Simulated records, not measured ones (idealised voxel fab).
Process module, titled voxel wiring stack
Cross-sectional view cut (width: 275 nm; square cell size: 5 nm).
Cross-section layout: square cells on a grid; listed as bands, top to bottom; a band spans one or more cell rows. Within each band entry, the heights of the top and of the bottom of the band appear first, in that order and in nm; the materials of the band then follow from left to right, each with its corresponding width in nm. The designation "edge to edge" on a single material indicates that it fills the band from edge to edge; the designation "empty" indicates empty space. Measure heights from 0. That's the level where, below it, the as-received wafer is all one material. The lowest band is bottomless and extends downward; write it as in "0 down". With a width like "30 to 40", each row of cells in the band differs from the next by the same amount, the top row carrying the first number and the bottom row the second. It should be understood that the words "identical to before", when stated for a given step, signify that the cross-section underwent no change in any of its cells during that step. This entry, "Cavities, closed", enumerates those empty regions of no fewer than 8 cells that possess no open connection to the top. Each region is reported in the form width x height at distance, the distance being taken from the left edge, with all three quantities expressed in nm. Text after the settings on a step's line: the simulator's own remark on that step. On any step carrying a mask, the "overlay nm" setting, if present on the step's line, tells how far right of its planned place the mask lay; negative values point to the left.

So here's the lineup of process steps we planned:
| 1 | RECEIVE: material Si |
| 2 | CONFORMAL_DEP: material SiO2, thk nm 15 |
| 3 | DIRECTIONAL_DEP: material TiN, thk nm 5 |
| 4 | DIRECTIONAL_DEP: material Ru, thk nm 25 |
| 5 | PATTERN: tone cover, mask id METAL_1, material resist, width nm 25, pitch nm 40, thk nm 20, overlay nm 0 |
| 6 | DIRECTIONAL_ETCH: etch materials Ru, depth nm 25 |
| 7 | DIRECTIONAL_ETCH: etch materials TiN, depth nm 5 |
| 8 | STRIP: etch materials resist |
| 9 | FILL_DEP: material lowk, thk nm 10 |
| 10 | CMP: height nm 45 |
| 11 | CONFORMAL_DEP: material SiCN, thk nm 5 |
| 12 | DIRECTIONAL_DEP: material SiO2, thk nm 30 |
| 13 | DIRECTIONAL_DEP: material aC, thk nm 10 |
| 14 | PATTERN: tone open, mask id METAL_2, material resist, width nm 25, pitch nm 40, thk nm 30, overlay nm 0 |
| 15 | DIRECTIONAL_ETCH: etch materials aC, depth nm 10 |
| 16 | STRIP: etch materials resist |
| 17 | DIRECTIONAL_ETCH: etch materials SiO2, depth nm 20 |
| 18 | STRIP: etch materials aC |
| 19 | DIRECTIONAL_DEP: material aC, thk nm 15 |
| 20 | PATTERN: tone open, mask id METAL_2_HOLES, material resist, width nm 15, pitch nm 80, thk nm 35, overlay nm 0 |
| 21 | DIRECTIONAL_ETCH: etch materials aC, depth nm 15 |
| 22 | STRIP: etch materials resist |
| 23 | DIRECTIONAL_ETCH: etch materials SiO2, depth nm 10 |
| 24 | DIRECTIONAL_ETCH: etch materials SiCN, depth nm 5 |
| 25 | STRIP: etch materials aC |
| 26 | CONFORMAL_DEP: material TiN, thk nm 5 |
| 27 | FILL_DEP: material Cu, thk nm 10 |
| 28 | CMP: height nm 80 |
| 29 | CONFORMAL_DEP: material SiCN, thk nm 5 |
| 30 | DIRECTIONAL_DEP: material SiO2, thk nm 30 |
| 31 | PATTERN: tone open, mask id METAL_3, material resist, width nm 25, pitch nm 40, thk nm 15, overlay nm 0 |
| 32 | DIRECTIONAL_ETCH: etch materials SiO2, depth nm 20 |
| 33 | STRIP: etch materials resist |
| 34 | DIRECTIONAL_DEP: material aC, thk nm 10 |
| 35 | PATTERN: tone open, mask id METAL_3_HOLES, material resist, width nm 15, pitch nm 80, thk nm 25, overlay nm 0 |
| 36 | DIRECTIONAL_ETCH: etch materials aC, depth nm 10 |
| 37 | STRIP: etch materials resist |
| 38 | DIRECTIONAL_ETCH: etch materials SiO2, depth nm 10 |
| 39 | DIRECTIONAL_ETCH: etch materials SiCN, depth nm 5 |
| 40 | STRIP: etch materials aC |
| 41 | CONFORMAL_DEP: material TiN, thk nm 5 |
| 42 | FILL_DEP: material Ru, thk nm 5 |
| 43 | CMP: height nm 115 |
| 44 | CONFORMAL_DEP: material SiCN, thk nm 5 |
| 45 | DIRECTIONAL_DEP: material SiO2, thk nm 30 |
| 46 | PATTERN: tone open, mask id METAL_4_HOLES, material resist, width nm 15, pitch nm 40, thk nm 20, overlay nm 0 |
| 47 | DIRECTIONAL_ETCH: etch materials SiO2, depth nm 30 |
| 48 | STRIP: etch materials resist |
| 49 | PATTERN: tone open, mask id METAL_4, material resist, width nm 25, pitch nm 40, thk nm 20, overlay nm 0 |
| 50 | DIRECTIONAL_ETCH: etch materials SiO2, depth nm 20 |
| 51 | DIRECTIONAL_ETCH: etch materials SiCN, depth nm 5 |
| 52 | STRIP: etch materials resist |
| 53 | CONFORMAL_DEP: material TiN, thk nm 5 |
| 54 | FILL_DEP: material Cu, thk nm 5 |
| 55 | CMP: height nm 150 |
| 56 | CONFORMAL_DEP: material SiCN, thk nm 5 |

Cross-section of the wafer upon arrival, representing the state reached after step 1:
	0 down  Si edge to edge
	Cavities, closed: none

Cross-section taken at module completion on the first of two wafers; processed per the plan:
	155 to 150  SiCN edge to edge
	150 to 135  SiO2 85, then TiN 5, then Cu 15, then TiN 5, then SiO2 15, then TiN 5, then Cu 15, then TiN 5, then SiO2 15, then TiN 5, then Cu 15, then TiN 5, then SiO2 85
	135 to 130  SiO2 85, then TiN 5, then Cu 5, then TiN 15, then SiO2 15, then TiN 5, then Cu 5, then TiN 15, then SiO2 15, then TiN 5, then Cu 5, then TiN 15, then SiO2 85
	130 to 120  SiO2 85, then TiN 5, then Cu 5, then TiN 5, then SiO2 25, then TiN 5, then Cu 5, then TiN 5, then SiO2 25, then TiN 5, then Cu 5, then TiN 5, then SiO2 95
	120 to 115  SiCN 85, then TiN 15, then SiCN 25, then TiN 15, then SiCN 25, then TiN 15, then SiCN 95
	115 to 100  SiO2 85, then TiN 5, then Ru 15, then TiN 5, then SiO2 15, then TiN 5, then Ru 15, then TiN 5, then SiO2 15, then TiN 5, then Ru 15, then TiN 5, then SiO2 85
	100 to 95  SiO2 85, then TiN 5, then Ru 5, then TiN 15, then SiO2 15, then TiN 25, then SiO2 15, then TiN 5, then Ru 5, then TiN 15, then SiO2 85
	95 to 85  SiO2 85, then TiN 5, then Ru 5, then TiN 5, then SiO2 65, then TiN 5, then Ru 5, then TiN 5, then SiO2 95
	85 to 80  SiCN 85, then TiN 15, then SiCN 65, then TiN 15, then SiCN 95
	80 to 65  SiO2 85, then TiN 5, then Cu 15, then TiN 5, then SiO2 15, then TiN 5, then Cu 15, then TiN 5, then SiO2 15, then TiN 5, then Cu 15, then TiN 5, then SiO2 85
	65 to 60  SiO2 85, then TiN 5, then Cu 5, then TiN 15, then SiO2 15, then TiN 25, then SiO2 15, then TiN 5, then Cu 5, then TiN 15, then SiO2 85
	60 to 50  SiO2 85, then TiN 5, then Cu 5, then TiN 5, then SiO2 65, then TiN 5, then Cu 5, then TiN 5, then SiO2 95
	50 to 45  SiCN 85, then TiN 15, then SiCN 65, then TiN 15, then SiCN 95
	45 to 20  lowk 85, then Ru 25, then lowk 15, then Ru 25, then lowk 15, then Ru 25, then lowk 85
	20 to 15  lowk 85, then TiN 25, then lowk 15, then TiN 25, then lowk 15, then TiN 25, then lowk 85
	15 to 0  SiO2 edge to edge
	0 down  Si edge to edge
	Cavities, closed: none

Same start, same plan as the first wafer - but one mistake in the run. Cross-section of the second of the two at the end of the module:
	155 to 150  SiCN edge to edge
	150 to 135  SiO2 85, then TiN 5, then Cu 20, then TiN 5, then SiO2 10, then TiN 5, then Cu 20, then TiN 5, then SiO2 10, then TiN 5, then Cu 20, then TiN 5, then SiO2 80
	135 to 125  SiO2 85, then TiN 5, then Cu 5, then TiN 20 to 5, then SiO2 10 to 25, then TiN 5, then Cu 5, then TiN 20 to 5, then SiO2 10 to 25, then TiN 5, then Cu 5, then TiN 20 to 5, then SiO2 80 to 95
	125 to 120  SiO2 85, then TiN 15, then SiO2 25, then TiN 15, then SiO2 25, then TiN 15, then SiO2 95
	120 to 115  SiCN 90, then TiN 10, then SiCN 30, then TiN 10, then SiCN 30, then TiN 10, then SiCN 95
	115 to 100  SiO2 85, then TiN 5, then Ru 15, then TiN 5, then SiO2 15, then TiN 5, then Ru 15, then TiN 5, then SiO2 15, then TiN 5, then Ru 15, then TiN 5, then SiO2 85
	100 to 95  SiO2 85, then TiN 5, then Ru 5, then TiN 15, then SiO2 15, then TiN 25, then SiO2 15, then TiN 5, then Ru 5, then TiN 15, then SiO2 85
	95 to 85  SiO2 85, then TiN 5, then Ru 5, then TiN 5, then SiO2 65, then TiN 5, then Ru 5, then TiN 5, then SiO2 95
	85 to 80  SiCN 85, then TiN 15, then SiCN 65, then TiN 15, then SiCN 95
	80 to 65  SiO2 85, then TiN 5, then Cu 15, then TiN 5, then SiO2 15, then TiN 5, then Cu 15, then TiN 5, then SiO2 15, then TiN 5, then Cu 15, then TiN 5, then SiO2 85
	65 to 60  SiO2 85, then TiN 5, then Cu 5, then TiN 15, then SiO2 15, then TiN 25, then SiO2 15, then TiN 5, then Cu 5, then TiN 15, then SiO2 85
	60 to 50  SiO2 85, then TiN 5, then Cu 5, then TiN 5, then SiO2 65, then TiN 5, then Cu 5, then TiN 5, then SiO2 95
	50 to 45  SiCN 85, then TiN 15, then SiCN 65, then TiN 15, then SiCN 95
	45 to 20  lowk 85, then Ru 25, then lowk 15, then Ru 25, then lowk 15, then Ru 25, then lowk 85
	20 to 15  lowk 85, then TiN 25, then lowk 15, then TiN 25, then lowk 15, then TiN 25, then lowk 85
	15 to 0  SiO2 edge to edge
	0 down  Si edge to edge
	Cavities, closed: none
In executing the process, a mistake was made relative to the plan: step 49 ran as: PATTERN: tone open, mask id METAL_4, material resist, width nm 25, pitch nm 40, thk nm 20, overlay nm 5
Materials where the second wafer ends with more or fewer cells than the first: Cu +6 | SiCN +3 | SiO2 -12 | TiN +3
